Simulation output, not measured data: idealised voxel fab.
The document below concerns the process module designated voxel self aligned contacts.
The figure presents cross-section cut, which has a width of 215 nm and is divided into square cells with an edge length of 5 nm.
Notation: cross-section as square-cell grid; stated in bands, top first, going down; one or more cell rows per band.
It is stipulated that each band's entry specify, in nanometres, the height of the top of the band and then that of its bottom, followed by the materials of the band in left-to-right sequence, each together with its width in nanometres. A single material marked by the word "throughout" is understood to fill the band from edge to edge; the word "air" is understood to denote empty space.
Basically, 0 is our baseline, since under it the wafer straight out of the box is all one material. The bottom band has no lower end and keeps on going down, so it looks like "0..down".
Note: "30..40" means the width goes from the first number (top row of the band) to the second number (bottom row) in equal steps per row of cells.
"changes: none" -> step changed no cross-section cell.
Each empty space that has no open way to the top and spans at least 8 cells appears under "Voids, enclosed" as width x height at distance, the distance counted from the left edge, all in nm.
Read whatever lies past the settings on a step's line as the simulator's own remark about the step.
The setting "overlay nm" may be written on the line of a step. When the step uses a mask, the value reports how far to the right of the planned place the mask lay, and a negative value reports that it lay to the left.

The planned process steps are enumerated hereunder:
1) RECEIVE, material Si
2) OXIDIZE, depth nm 5
3) DIRECTIONAL_DEP, material polySi, thk nm 30
4) DIRECTIONAL_DEP, material SiN, thk nm 20
5) DIRECTIONAL_DEP, material aC, thk nm 10
6) PATTERN, tone cover, mask id GATE, material resist, width nm 25, pitch nm 60, thk nm 25, overlay nm 0
7) DIRECTIONAL_ETCH, etch materials aC, depth nm 10
8) STRIP, etch materials resist
9) DIRECTIONAL_ETCH, etch materials SiN, depth nm 20
10) DIRECTIONAL_ETCH, etch materials polySi, depth nm 30
11) STRIP, etch materials aC
12) CONFORMAL_DEP, material SiN, thk nm 5
13) DIRECTIONAL_ETCH, etch materials SiN, depth nm 5
14) FILL_DEP, material SiO2, thk nm 10
15) CMP, height nm 55
16) PATTERN, tone open, mask id CONTACT, material resist, width nm 45, thk nm 15, overlay nm 0
17) DIRECTIONAL_ETCH, etch materials SiO2, depth nm 60
18) STRIP, etch materials resist
19) CONFORMAL_DEP, material TiN, thk nm 5
20) FILL_DEP, material Ru, thk nm 10
21) CMP, height nm 55
22) CONFORMAL_DEP, material SiN, thk nm 5

First of two wafers, with the run carried out as planned:

Received-state cross-section, reflecting completion of step 1:
> 0..down | Si throughout
> Voids, enclosed: none

Wafer xsec, post step 2:
> 0..-5 | SiO2 throughout
> For the remainder of the cross-section, below -5, there is no change.

Wafer xsec, post step 3:
> 30..0 | polySi throughout
> For the remainder of the cross-section, below 0, there is no change.

Wafer xsec, post step 4:
> 50..30 | SiN throughout
> For the remainder of the cross-section, below 30, there is no change.

Wafer xsec, post step 5:
> 60..50 | aC throughout
> For the remainder of the cross-section, below 50, there is no change.

Wafer xsec, post step 6:
> 85..60 | air 65 nm; resist 25 nm; air 35 nm; resist 25 nm; air 65 nm
> For the remainder of the cross-section, below 60, there is no change.

Wafer xsec, post step 7:
> 75..60 | air 65 nm; resist 25 nm; air 35 nm; resist 25 nm; air 65 nm
> 60..50 | air 65 nm; aC 25 nm; air 35 nm; aC 25 nm; air 65 nm
> For the remainder of the cross-section, below 50, there is no change.

Wafer xsec, post step 8:
> 60..50 | air 65 nm; aC 25 nm; air 35 nm; aC 25 nm; air 65 nm
> For the remainder of the cross-section, below 50, there is no change.

Wafer xsec, post step 9:
> 60..50 | air 65 nm; aC 25 nm; air 35 nm; aC 25 nm; air 65 nm
> 50..30 | air 65 nm; SiN 25 nm; air 35 nm; SiN 25 nm; air 65 nm
> For the remainder of the cross-section, below 30, there is no change.

Wafer xsec, post step 10:
> 60..50 | air 65 nm; aC 25 nm; air 35 nm; aC 25 nm; air 65 nm
> 50..30 | air 65 nm; SiN 25 nm; air 35 nm; SiN 25 nm; air 65 nm
> 30..0 | air 65 nm; polySi 25 nm; air 35 nm; polySi 25 nm; air 65 nm
> For the remainder of the cross-section, below 0, there is no change.

Wafer xsec, post step 11:
> 50..30 | air 65 nm; SiN 25 nm; air 35 nm; SiN 25 nm; air 65 nm
> For the remainder of the cross-section, below 30, there is no change.

Wafer xsec, post step 12:
> 55..30 | air 60 nm; SiN 35 nm; air 25 nm; SiN 35 nm; air 60 nm
> 30..5 | air 60 nm; SiN 5 nm; polySi 25 nm; SiN 5 nm; air 25 nm; SiN 5 nm; polySi 25 nm; SiN 5 nm; air 60 nm
> 5..0 | SiN 65 nm; polySi 25 nm; SiN 35 nm; polySi 25 nm; SiN 65 nm
> For the remainder of the cross-section, below 0, there is no change.

Wafer xsec, post step 13:
> 50..30 | air 60 nm; SiN 35 nm; air 25 nm; SiN 35 nm; air 60 nm
> 30..0 | air 60 nm; SiN 5 nm; polySi 25 nm; SiN 5 nm; air 25 nm; SiN 5 nm; polySi 25 nm; SiN 5 nm; air 60 nm
> For the remainder of the cross-section, below 0, there is no change.

Wafer xsec, post step 14:
> 60..50 | SiO2 throughout
> 50..30 | SiO2 60 nm; SiN 35 nm; SiO2 25 nm; SiN 35 nm; SiO2 60 nm
> 30..0 | SiO2 60 nm; SiN 5 nm; polySi 25 nm; SiN 5 nm; SiO2 25 nm; SiN 5 nm; polySi 25 nm; SiN 5 nm; SiO2 60 nm
> For the remainder of the cross-section, below 0, there is no change.

Wafer xsec, post step 15:
> 55..50 | SiO2 throughout
> For the remainder of the cross-section, below 50, there is no change.

Wafer xsec, post step 16:
> 70..55 | resist 85 nm; air 45 nm; resist 85 nm
> For the remainder of the cross-section, below 55, there is no change.

Wafer xsec, post step 17:
> 70..55 | resist 85 nm; air 45 nm; resist 85 nm
> 55..50 | SiO2 85 nm; air 45 nm; SiO2 85 nm
> 50..30 | SiO2 60 nm; SiN 35 nm; air 25 nm; SiN 35 nm; SiO2 60 nm
> 30..0 | SiO2 60 nm; SiN 5 nm; polySi 25 nm; SiN 5 nm; air 25 nm; SiN 5 nm; polySi 25 nm; SiN 5 nm; SiO2 60 nm
> 0..-5 | SiO2 95 nm; air 25 nm; SiO2 95 nm
> For the remainder of the cross-section, below -5, there is no change.

Wafer xsec, post step 18:
> 55..50 | SiO2 85 nm; air 45 nm; SiO2 85 nm
> For the remainder of the cross-section, below 50, there is no change.

Wafer xsec, post step 19:
> 60..55 | TiN 90 nm; air 35 nm; TiN 90 nm
> 55..50 | SiO2 85 nm; TiN 15 nm; air 15 nm; TiN 15 nm; SiO2 85 nm
> 50..30 | SiO2 60 nm; SiN 35 nm; TiN 5 nm; air 15 nm; TiN 5 nm; SiN 35 nm; SiO2 60 nm
> 30..0 | SiO2 60 nm; SiN 5 nm; polySi 25 nm; SiN 5 nm; TiN 5 nm; air 15 nm; TiN 5 nm; SiN 5 nm; polySi 25 nm; SiN 5 nm; SiO2 60 nm
> 0..-5 | SiO2 95 nm; TiN 25 nm; SiO2 95 nm
> For the remainder of the cross-section, below -5, there is no change.

Wafer xsec, post step 20:
> 70..60 | Ru throughout
> 60..55 | TiN 90 nm; Ru 35 nm; TiN 90 nm
> 55..50 | SiO2 85 nm; TiN 15 nm; Ru 15 nm; TiN 15 nm; SiO2 85 nm
> 50..30 | SiO2 60 nm; SiN 35 nm; TiN 5 nm; Ru 15 nm; TiN 5 nm; SiN 35 nm; SiO2 60 nm
> 30..0 | SiO2 60 nm; SiN 5 nm; polySi 25 nm; SiN 5 nm; TiN 5 nm; Ru 15 nm; TiN 5 nm; SiN 5 nm; polySi 25 nm; SiN 5 nm; SiO2 60 nm
> For the remainder of the cross-section, below 0, there is no change.

Wafer xsec, post step 21:
> 55..50 | SiO2 85 nm; TiN 15 nm; Ru 15 nm; TiN 15 nm; SiO2 85 nm
> For the remainder of the cross-section, below 50, there is no change.

Wafer xsec, post step 22:
> 60..55 | SiN throughout
> For the remainder of the cross-section, below 55, there is no change.

Okay, second wafer. Nothing different at the start, nothing different in the plan, just one mistake somewhere in the running. As far as step 15, counting that step, it's the first wafer all over again:

Second wafer, sectioned view, at step 16's planned end time:
> 70..55 | resist 90 nm; air 45 nm; resist 80 nm
> For the remainder of the cross-section, below 55, there is no change.

Second wafer, sectioned view, at step 17's planned end time:
> 70..55 | resist 90 nm; air 45 nm; resist 80 nm
> 55..50 | SiO2 90 nm; air 45 nm; SiO2 80 nm
> 50..30 | SiO2 60 nm; SiN 35 nm; air 25 nm; SiN 35 nm; SiO2 60 nm
> 30..0 | SiO2 60 nm; SiN 5 nm; polySi 25 nm; SiN 5 nm; air 25 nm; SiN 5 nm; polySi 25 nm; SiN 5 nm; SiO2 60 nm
> 0..-5 | SiO2 95 nm; air 25 nm; SiO2 95 nm
> For the remainder of the cross-section, below -5, there is no change.

Second wafer, sectioned view, at step 18's planned end time:
> 55..50 | SiO2 90 nm; air 45 nm; SiO2 80 nm
> For the remainder of the cross-section, below 50, there is no change.

Second wafer, sectioned view, at step 19's planned end time:
> 60..55 | TiN 95 nm; air 35 nm; TiN 85 nm
> 55..50 | SiO2 90 nm; TiN 10 nm; air 15 nm; TiN 20 nm; SiO2 80 nm
> 50..30 | SiO2 60 nm; SiN 35 nm; TiN 5 nm; air 15 nm; TiN 5 nm; SiN 35 nm; SiO2 60 nm
> 30..0 | SiO2 60 nm; SiN 5 nm; polySi 25 nm; SiN 5 nm; TiN 5 nm; air 15 nm; TiN 5 nm; SiN 5 nm; polySi 25 nm; SiN 5 nm; SiO2 60 nm
> 0..-5 | SiO2 95 nm; TiN 25 nm; SiO2 95 nm
> For the remainder of the cross-section, below -5, there is no change.

Second wafer, sectioned view, at step 20's planned end time:
> 70..60 | Ru throughout
> 60..55 | TiN 95 nm; Ru 35 nm; TiN 85 nm
> 55..50 | SiO2 90 nm; TiN 10 nm; Ru 15 nm; TiN 20 nm; SiO2 80 nm
> 50..30 | SiO2 60 nm; SiN 35 nm; TiN 5 nm; Ru 15 nm; TiN 5 nm; SiN 35 nm; SiO2 60 nm
> 30..0 | SiO2 60 nm; SiN 5 nm; polySi 25 nm; SiN 5 nm; TiN 5 nm; Ru 15 nm; TiN 5 nm; SiN 5 nm; polySi 25 nm; SiN 5 nm; SiO2 60 nm
> For the remainder of the cross-section, below 0, there is no change.

Second wafer, sectioned view, at step 21's planned end time:
> 55..50 | SiO2 90 nm; TiN 10 nm; Ru 15 nm; TiN 20 nm; SiO2 80 nm
> For the remainder of the cross-section, below 50, there is no change.

Second wafer, sectioned view, at step 22's planned end time:
> 60..55 | SiN throughout
> For the remainder of the cross-section, below 55, there is no change.
The mistake made against the process plan was this: step 16 deviated from plan and actually ran as PATTERN, tone open, mask id CONTACT, material resist, width nm 45, thk nm 15, overlay nm 5
By the end, you'd get the same cell count for each material on either wafer, but the second wafer puts them somewhere else.
